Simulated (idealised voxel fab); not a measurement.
process module | voxel double patterning
cross-section cut | 280 nm wide | cells 5 nm
A cross-section is a grid of square cells, given in bands from the top down. A band is one or more rows of cells.
Each band's line starts with the height of the band's top and of its bottom, in nm. Then come its materials from left to right, each with its width in nm. One material with "throughout" fills the band from edge to edge. "air" is empty space.
Height 0 is the level under which the wafer as received is all one material. The lowest band goes on downwards, as in "0 down".
A width such as "30 to 40" changes by the same amount from each row of cells to the next, from the band's top row to its bottom row.
"no change" after a step means that no cell of the cross-section changed.
closed voids: empty space of 8 cells or more with no open way to the top, each as width x height at its distance from the left edge, in nm
after a step's settings: what the simulator itself notes on the step
overlay nm, on a step with a mask: how far to the right of its planned place the mask lay; to the left if negative
plan
1 op RECEIVE | material Si
2 op CONFORMAL_DEP | material SiN | thk nm 10
3 op DIRECTIONAL_DEP | material SiO2 | thk nm 20
4 op DIRECTIONAL_DEP | material SiCN | thk nm 10
5 op MASKED_ETCH | tone open | mask id FIRST | width nm 15 | pitch nm 50 | etch materials SiCN | depth nm 10 | overlay nm 0
6 op MASKED_ETCH | tone open | mask id SECOND | width nm 15 | pitch nm 50 | etch materials SiCN | depth nm 10 | overlay nm 0
7 op DIRECTIONAL_ETCH | etch materials SiO2 | depth nm 20
8 op STRIP | etch materials SiCN
first wafer, as planned
as received, after step 1
  0 down: Si throughout
  closed voids: none
after step 2
  10 to 0: SiN throughout
  below 0: unchanged
after step 3
  30 to 10: SiO2 throughout
  below 10: unchanged
after step 4
  40 to 30: SiCN throughout
  below 30: unchanged
after step 5
  40 to 30: SiCN 80 | air 15 | SiCN 35 | air 15 | SiCN 35 | air 15 | SiCN 85
  below 30: unchanged
after step 6
  40 to 30: SiCN 80 | air 15 | SiCN 10 | air 15 | SiCN 10 | air 15 | SiCN 10 | air 15 | SiCN 10 | air 15 | SiCN 85
  below 30: unchanged
after step 7
  40 to 30: SiCN 80 | air 15 | SiCN 10 | air 15 | SiCN 10 | air 15 | SiCN 10 | air 15 | SiCN 10 | air 15 | SiCN 85
  30 to 10: SiO2 80 | air 15 | SiO2 10 | air 15 | SiO2 10 | air 15 | SiO2 10 | air 15 | SiO2 10 | air 15 | SiO2 85
  below 10: unchanged
after step 8
  30 to 10: SiO2 80 | air 15 | SiO2 10 | air 15 | SiO2 10 | air 15 | SiO2 10 | air 15 | SiO2 10 | air 15 | SiO2 85
  below 10: unchanged
second wafer: like start, like plan, one mistake. Through step 2 it matches the first wafer
when step 3 should have ended
  30 to 0: SiN throughout
  below 0: unchanged
when step 4 should have ended
  40 to 30: SiCN throughout
  below 30: unchanged
when step 5 should have ended
  40 to 30: SiCN 80 | air 15 | SiCN 35 | air 15 | SiCN 35 | air 15 | SiCN 85
  below 30: unchanged
when step 6 should have ended
  40 to 30: SiCN 80 | air 15 | SiCN 10 | air 15 | SiCN 10 | air 15 | SiCN 10 | air 15 | SiCN 10 | air 15 | SiCN 85
  below 30: unchanged
when step 7 should have ended: no change
when step 8 should have ended
  30 to 0: SiN throughout
  below 0: unchanged
what went wrong: step 3 ran as: op DIRECTIONAL_DEP | material SiN | thk nm 20
at the end the second wafer has, in cells: 224 more of SiN | 164 fewer of SiO2
